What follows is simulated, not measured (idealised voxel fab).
process module | voxel released beams
cross-section cut | 140 nm wide | cells 5 nm
A cross-section is a grid of square cells, given in bands from the top down. A band is one or more rows of cells.
Each band's line starts with the height of the band's top and of its bottom, in nm. Then come its materials from left to right, each with its width in nm. One material with "throughout" fills the band from edge to edge. "air" is empty space.
Height 0 is the level under which the wafer as received is all one material. The lowest band goes on downwards, as in "0 down".
A width such as "30 to 40" changes by the same amount from each row of cells to the next, from the band's top row to its bottom row.
"no change" after a step means that no cell of the cross-section changed.
closed voids: empty space of 8 cells or more with no open way to the top, each as width x height at its distance from the left edge, in nm
after a step's settings: what the simulator itself notes on the step
overlay nm, on a step with a mask: how far to the right of its planned place the mask lay; to the left if negative
plan
1 op RECEIVE | material Si
2 op CONFORMAL_DEP | material Al2O3 | thk nm 5
3 op DIRECTIONAL_DEP | material SiO2 | thk nm 10
4 op MASKED_ETCH | tone open | mask id ANCHOR | width nm 30 | etch materials SiO2 | depth nm 10 | overlay nm -15
5 op CONFORMAL_DEP | material W | thk nm 10
6 op MASKED_ETCH | tone cover | mask id BEAM | width nm 80 | etch materials W | depth nm 10 | overlay nm 0
7 op STRIP | etch materials SiO2
varied across the wafers: overlay nm of step 4. The plan shows the first wafer's value. All wafers start alike
first wafer as received, after step 1
  0 down: Si throughout
  closed voids: none
each wafer at the end: cells of each material gained (+) or lost (-) since it was received, then its closed voids
overlay nm -15 | +28 Al2O3 | +40 W | closed voids: none
overlay nm -10 | +28 Al2O3 | +40 W | closed voids: none
overlay nm -5 | +28 Al2O3 | +40 W | closed voids: none
overlay nm 0 | +28 Al2O3 | +40 W | closed voids: none
overlay nm 5 | +28 Al2O3 | +40 W | closed voids: none
overlay nm 10 | +28 Al2O3 | +40 W | closed voids: none
overlay nm 15 | +28 Al2O3 | +40 W | closed voids: none
